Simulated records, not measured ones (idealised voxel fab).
The process module presented herein is designated voxel ribs on slabs.
Shown is cross-section cut, with a width of 245 nm and square cells of size 5 nm.
A cross-section is a grid of square cells, given in bands from the top down. A band is one or more rows of cells. This entry defines a band. It first specifies the height of the band's top and the height of its bottom in nm, and then specifies the band's materials from left to right, stating each material with its width in nm. The word "throughout" identifies a single material that fills the band from edge to edge, while the word "air" identifies empty space. We count height from 0. Below that, the starting wafer is all one material. The lowest band never ends at the bottom but goes on down; see "0 down" for how that is written. Note: "30->40" means the width goes from the first number (top row of the band) to the second number (bottom row) in equal steps per row of cells. "all unchanged" for a step: no cell of the cross-section changed in that step. You'll see "Entrapped void list" listing empty spaces that have no way open to the top, as long as they're 8 cells or more; the notation is width x height at distance, where the distance is from the left edge, and all of it is in nm. What comes after the settings on a step's line is commentary from the simulator itself on that step. The line of a step may include "overlay nm". On a step with a mask, this value is how far to the right of its planned place the mask lay. A negative value means the mask lay to the left.
Planned process steps:
1) RECEIVE | material Si
2) DIRECTIONAL_DEP | material SiO2 | thk nm 30
3) DIRECTIONAL_DEP | material polySi | thk nm 25
4) MASKED_ETCH | tone cover | mask id RIB | width nm 30 | etch materials polySi | depth nm 10 | overlay nm 0
5) MASKED_ETCH | tone cover | mask id SLAB | width nm 70 | etch materials polySi | depth nm 15 | overlay nm 0
6) FILL_DEP | material SiO2 | thk nm 20
7) CMP | height nm 70
8) DIRECTIONAL_DEP | material TiN | thk nm 5
9) DIRECTIONAL_DEP | material aC | thk nm 15
10) PATTERN | tone cover | mask id HEATER | material resist | width nm 40 | thk nm 30 | overlay nm 0
11) DIRECTIONAL_ETCH | etch materials aC | depth nm 15
12) STRIP | etch materials resist
13) DIRECTIONAL_ETCH | etch materials TiN | depth nm 5
14) STRIP | etch materials aC
15) CONFORMAL_DEP | material SiO2 | thk nm 10
So, the first of our two wafers, run just as we planned it:
Cross-section of the incoming wafer, state after step 1:
0 down  Si throughout
Entrapped void list: none
Wafer xsec, post step 2:
30 to 0  SiO2 throughout
Everything below 0 is unchanged.
Wafer xsec, post step 3:
55 to 30  polySi throughout
Everything below 30 is unchanged.
Wafer xsec, post step 4:
55 to 45  air: 105, then polySi: 30, then air: 110
Everything below 45 is unchanged.
Wafer xsec, post step 5:
55 to 45  air: 105, then polySi: 30, then air: 110
45 to 30  air: 85, then polySi: 70, then air: 90
Everything below 30 is unchanged.
Wafer xsec, post step 6:
75 to 55  SiO2 throughout
55 to 45  SiO2: 105, then polySi: 30, then SiO2: 110
45 to 30  SiO2: 85, then polySi: 70, then SiO2: 90
Everything below 30 is unchanged.
Wafer xsec, post step 7:
70 to 55  SiO2 throughout
Everything below 55 is unchanged.
Wafer xsec, post step 8:
75 to 70  TiN throughout
Everything below 70 is unchanged.
Wafer xsec, post step 9:
90 to 75  aC throughout
Everything below 75 is unchanged.
Wafer xsec, post step 10:
120 to 90  air: 100, then resist: 40, then air: 105
Everything below 90 is unchanged.
Wafer xsec, post step 11:
105 to 90  air: 100, then resist: 40, then air: 105
90 to 75  air: 100, then aC: 40, then air: 105
Everything below 75 is unchanged.
Wafer xsec, post step 12:
90 to 75  air: 100, then aC: 40, then air: 105
Everything below 75 is unchanged.
Wafer xsec, post step 13:
90 to 75  air: 100, then aC: 40, then air: 105
75 to 70  air: 100, then TiN: 40, then air: 105
Everything below 70 is unchanged.
Wafer xsec, post step 14:
75 to 70  air: 100, then TiN: 40, then air: 105
Everything below 70 is unchanged.
Wafer xsec, post step 15:
85 to 80  air: 90, then SiO2: 60, then air: 95
80 to 75  SiO2 throughout
75 to 70  SiO2: 100, then TiN: 40, then SiO2: 105
Everything below 70 is unchanged.
Second wafer, same starting conditions and recipe as the first, one mistake in executing it, nothing differs from the first up to and including step 1:
Second wafer, cut view, end of step 2 per plan:
60 to 0  SiO2 throughout
Everything below 0 is unchanged.
Second wafer, cut view, end of step 3 per plan:
85 to 60  polySi throughout
Everything below 60 is unchanged.
Second wafer, cut view, end of step 4 per plan:
85 to 75  air: 105, then polySi: 30, then air: 110
Everything below 75 is unchanged.
Second wafer, cut view, end of step 5 per plan:
85 to 75  air: 105, then polySi: 30, then air: 110
75 to 60  air: 85, then polySi: 70, then air: 90
Everything below 60 is unchanged.
Second wafer, cut view, end of step 6 per plan:
105 to 85  SiO2 throughout
85 to 75  SiO2: 105, then polySi: 30, then SiO2: 110
75 to 60  SiO2: 85, then polySi: 70, then SiO2: 90
Everything below 60 is unchanged.
Second wafer, cut view, end of step 7 per plan:
70 to 60  SiO2: 85, then polySi: 70, then SiO2: 90
Everything below 60 is unchanged.
Second wafer, cut view, end of step 8 per plan:
75 to 70  TiN throughout
Everything below 70 is unchanged.
Second wafer, cut view, end of step 9 per plan:
90 to 75  aC throughout
Everything below 75 is unchanged.
Second wafer, cut view, end of step 10 per plan:
120 to 90  air: 100, then resist: 40, then air: 105
Everything below 90 is unchanged.
Second wafer, cut view, end of step 11 per plan:
105 to 90  air: 100, then resist: 40, then air: 105
90 to 75  air: 100, then aC: 40, then air: 105
Everything below 75 is unchanged.
Second wafer, cut view, end of step 12 per plan:
90 to 75  air: 100, then aC: 40, then air: 105
Everything below 75 is unchanged.
Second wafer, cut view, end of step 13 per plan:
90 to 75  air: 100, then aC: 40, then air: 105
75 to 70  air: 100, then TiN: 40, then air: 105
Everything below 70 is unchanged.
Second wafer, cut view, end of step 14 per plan:
75 to 70  air: 100, then TiN: 40, then air: 105
Everything below 70 is unchanged.
Second wafer, cut view, end of step 15 per plan:
85 to 80  air: 90, then SiO2: 60, then air: 95
80 to 75  SiO2 throughout
75 to 70  SiO2: 100, then TiN: 40, then SiO2: 105
Everything below 70 is unchanged.
Heads up, the wafer didn't run the way we planned it: step 2 of the plan was twice carried out
Per the end-of-run cell counts, the second wafer holds more or fewer of some materials than the first: SiO2 +26; polySi -26
